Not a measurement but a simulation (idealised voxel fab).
Name of the process module below: voxel wiring stack
The cross-section shown here is cut; it is 235 nm wide and divided into square cells measuring 5 nm on a side.
The cross-sections in this document take the form of a grid made of square cells. They are written out as bands, in order from top to bottom. Each band consists of one or more rows of cells.
Top height, bottom height, nm. Materials left to right, width each, nm. Single material + "edge to edge" = fills band edge to edge. "empty" = empty.
For the purposes of this specification, 0 denotes the height below which the wafer in its as-received condition is composed wholly of one material, and the lowermost band, lacking a lower limit, extends downward without end, as expressed in "0 -> down".
With a width like "30..40", each row of cells in the band differs from the next by the same amount, the top row carrying the first number and the bottom row the second.
The designation "left unchanged", where it is given for a processing step, indicates that no cell of the cross-section was altered in the course of that step.
"Enclosed cavities" contains a list of empty spaces, each no smaller than 8 cells and without an open way to the top, written in the form width x height at distance with the distance from the left edge and all three in nm.
Post-settings text on a step line: simulator's own remark regarding the step.
Steps that use a mask can have "overlay nm" on their line. It says how far the mask sat to the right of where it was meant to be. Negative means to the left.

**List of planned process steps**
- 1: op RECEIVE | material Si
- 2: op CONFORMAL_DEP | material SiO2 | thk nm 10
- 3: op DIRECTIONAL_DEP | material TiN | thk nm 5
- 4: op DIRECTIONAL_DEP | material W | thk nm 15
- 5: op PATTERN | tone cover | mask id METAL_1 | material resist | width nm 25 | pitch nm 45 | thk nm 20 | overlay nm 0
- 6: op DIRECTIONAL_ETCH | etch materials W | depth nm 15
- 7: op DIRECTIONAL_ETCH | etch materials TiN | depth nm 5
- 8: op STRIP | etch materials resist
- 9: op CONFORMAL_DEP | material SiCN | thk nm 5
- 10: op FILL_DEP | material SiO2 | thk nm 5
- 11: op CMP | height nm 30
- 12: op CONFORMAL_DEP | material SiCN | thk nm 5
- 13: op DIRECTIONAL_DEP | material lowk | thk nm 15
- 14: op PATTERN | tone open | mask id PLUG_1 | material resist | width nm 15 | thk nm 20 | overlay nm 0
- 15: op DIRECTIONAL_ETCH | etch materials lowk | depth nm 15
- 16: op DIRECTIONAL_ETCH | etch materials SiCN | depth nm 5
- 17: op STRIP | etch materials resist
- 18: op EPI | material Ru | thk nm 10
- 19: op EPI | material Ru | thk nm 10
- 20: op CONFORMAL_DEP | material SiN | thk nm 5
- 21: op DIRECTIONAL_DEP | material SiO2 | thk nm 25
- 22: op PATTERN | tone open | mask id METAL_2 | material resist | width nm 25 | pitch nm 45 | thk nm 20 | overlay nm 0
- 23: op DIRECTIONAL_ETCH | etch materials SiO2 | depth nm 25
- 24: op DIRECTIONAL_ETCH | etch materials SiN | depth nm 5
- 25: op STRIP | etch materials resist
- 26: op CONFORMAL_DEP | material TiN | thk nm 5
- 27: op FILL_DEP | material Cu | thk nm 10
- 28: op CMP | height nm 80
- 29: op CONFORMAL_DEP | material SiCN | thk nm 5
- 30: op DIRECTIONAL_DEP | material lowk | thk nm 10
- 31: op PATTERN | tone open | mask id PLUG_2 | material resist | width nm 15 | pitch nm 45 | thk nm 20 | overlay nm 0
- 32: op DIRECTIONAL_ETCH | etch materials lowk | depth nm 10
- 33: op DIRECTIONAL_ETCH | etch materials SiCN | depth nm 5
- 34: op STRIP | etch materials resist
- 35: op EPI | material Ru | thk nm 10
- 36: op EPI | material Ru | thk nm 5
- 37: op DIRECTIONAL_DEP | material TiN | thk nm 5
- 38: op DIRECTIONAL_DEP | material Ru | thk nm 15
- 39: op DIRECTIONAL_DEP | material aC | thk nm 10
- 40: op PATTERN | tone cover | mask id METAL_3 | material resist | width nm 25 | pitch nm 45 | thk nm 25 | overlay nm 0
- 41: op DIRECTIONAL_ETCH | etch materials aC | depth nm 10
- 42: op STRIP | etch materials resist
- 43: op DIRECTIONAL_ETCH | etch materials Ru | depth nm 15
- 44: op DIRECTIONAL_ETCH | etch materials TiN | depth nm 5
- 45: op STRIP | etch materials aC
- 46: op CONFORMAL_DEP | material SiN | thk nm 5
- 47: op FILL_DEP | material lowk | thk nm 10
- 48: op CMP | height nm 115
- 49: op CONFORMAL_DEP | material SiCN | thk nm 5
- 50: op DIRECTIONAL_DEP | material SiO2 | thk nm 25
- 51: op DIRECTIONAL_DEP | material aC | thk nm 10
- 52: op PATTERN | tone open | mask id METAL_4_HOLES | material resist | width nm 15 | pitch nm 45 | thk nm 25 | overlay nm 0
- 53: op DIRECTIONAL_ETCH | etch materials aC | depth nm 10
- 54: op STRIP | etch materials resist
- 55: op DIRECTIONAL_ETCH | etch materials SiO2 | depth nm 25
- 56: op STRIP | etch materials aC
- 57: op MASKED_ETCH | tone open | mask id METAL_4 | width nm 25 | pitch nm 45 | etch materials SiO2 | depth nm 15 | overlay nm 0
- 58: op MASKED_ETCH | tone open | mask id METAL_4 | width nm 25 | pitch nm 45 | etch materials SiCN | depth nm 5 | overlay nm 0
- 59: op CONFORMAL_DEP | material TiN | thk nm 5
- 60: op FILL_DEP | material Cu | thk nm 5
- 61: op CMP | height nm 145
- 62: op CONFORMAL_DEP | material SiN | thk nm 5

**As-received wafer cross-section (after step 1)**
    0 -> down  Si edge to edge
    Enclosed cavities: none

**Cross-section, first of two wafers, end of module, run as planned**
    150 -> 145  SiN edge to edge
    145 -> 135  80 nm SiO2 | 5 nm TiN | 15 nm Cu | 5 nm TiN | 20 nm SiO2 | 5 nm TiN | 15 nm Cu | 5 nm TiN | 85 nm SiO2
    135 -> 130  80 nm SiO2 | 5 nm TiN | 5 nm Cu | 15 nm TiN | 20 nm SiO2 | 5 nm TiN | 5 nm Cu | 15 nm TiN | 85 nm SiO2
    130 -> 120  80 nm SiO2 | 5 nm TiN | 5 nm Cu | 5 nm TiN | 30 nm SiO2 | 5 nm TiN | 5 nm Cu | 5 nm TiN | 95 nm SiO2
    120 -> 115  80 nm SiCN | 15 nm TiN | 30 nm SiCN | 15 nm TiN | 95 nm SiCN
    115 -> 100  75 nm lowk | 5 nm SiN | 25 nm Ru | 5 nm SiN | 10 nm lowk | 5 nm SiN | 25 nm Ru | 5 nm SiN | 80 nm lowk
    100 -> 95  80 nm SiN | 25 nm TiN | 20 nm SiN | 25 nm TiN | 85 nm SiN
    95 -> 85  80 nm lowk | 15 nm Ru | 30 nm lowk | 15 nm Ru | 95 nm lowk
    85 -> 80  80 nm SiCN | 15 nm Ru | 30 nm SiCN | 15 nm Ru | 95 nm SiCN
    80 -> 55  80 nm SiO2 | 5 nm TiN | 15 nm Cu | 5 nm TiN | 20 nm SiO2 | 5 nm TiN | 15 nm Cu | 5 nm TiN | 85 nm SiO2
    55 -> 50  80 nm SiN | 25 nm TiN | 20 nm SiN | 25 nm TiN | 85 nm SiN
    50 -> 35  80 nm lowk | 15 nm Ru | 140 nm lowk
    35 -> 30  80 nm SiCN | 15 nm Ru | 140 nm SiCN
    30 -> 15  75 nm SiO2 | 5 nm SiCN | 25 nm W | 5 nm SiCN | 10 nm SiO2 | 5 nm SiCN | 25 nm W | 5 nm SiCN | 80 nm SiO2
    15 -> 10  80 nm SiCN | 25 nm TiN | 20 nm SiCN | 25 nm TiN | 85 nm SiCN
    10 -> 0  SiO2 edge to edge
    0 -> down  Si edge to edge
    Enclosed cavities: none

**The second wafer, shown in cross-section after the module: started the same way as the first and given the same plan, yet one mistake crept into how it was run**
    150 -> 145  SiN edge to edge
    145 -> 135  80 nm SiO2 | 5 nm TiN | 15 nm Cu | 5 nm TiN | 20 nm SiO2 | 5 nm TiN | 15 nm Cu | 5 nm TiN | 85 nm SiO2
    135 -> 130  80 nm SiO2 | 5 nm TiN | 5 nm Cu | 15 nm TiN | 20 nm SiO2 | 5 nm TiN | 5 nm Cu | 15 nm TiN | 85 nm SiO2
    130 -> 120  80 nm SiO2 | 5 nm TiN | 5 nm Cu | 5 nm TiN | 30 nm SiO2 | 5 nm TiN | 5 nm Cu | 5 nm TiN | 95 nm SiO2
    120 -> 115  80 nm SiCN | 15 nm TiN | 30 nm SiCN | 15 nm TiN | 95 nm SiCN
    115 -> 100  75 nm lowk | 5 nm SiN | 25 nm Ru | 5 nm SiN | 10 nm lowk | 5 nm SiN | 25 nm Ru | 5 nm SiN | 80 nm lowk
    100 -> 95  80 nm SiN | 25 nm TiN | 20 nm SiN | 25 nm TiN | 85 nm SiN
    95 -> 85  80 nm lowk | 15 nm Ru | 30 nm lowk | 15 nm Ru | 95 nm lowk
    85 -> 80  80 nm SiCN | 15 nm Ru | 30 nm SiCN | 15 nm Ru | 95 nm SiCN
    80 -> 55  80 nm SiO2 | 5 nm TiN | 15 nm Cu | 5 nm TiN | 20 nm SiO2 | 5 nm TiN | 15 nm Cu | 5 nm TiN | 85 nm SiO2
    55 -> 50  80 nm SiN | 25 nm TiN | 20 nm SiN | 25 nm TiN | 85 nm SiN
    50 -> 35  80 nm lowk | 15 nm Ru | 140 nm lowk
    35 -> 30  80 nm SiCN | 15 nm Ru | 140 nm SiCN
    30 -> 15  80 nm SiO2 | 5 nm SiCN | 20 nm W | 5 nm SiCN | 15 nm SiO2 | 5 nm SiCN | 20 nm W | 5 nm SiCN | 80 nm SiO2
    15 -> 10  85 nm SiCN | 20 nm TiN | 25 nm SiCN | 20 nm TiN | 85 nm SiCN
    10 -> 0  SiO2 edge to edge
    0 -> down  Si edge to edge
    Enclosed cavities: none
Where did the run depart from the plan? step 5, actual vs plan mismatch, actual run op PATTERN | tone cover | mask id METAL_1 | material resist | width nm 20 | pitch nm 45 | thk nm 20 | overlay nm 0
Materials where the second wafer ends with more or fewer cells than the first: SiCN +2; SiO2 +6; TiN -2; W -6
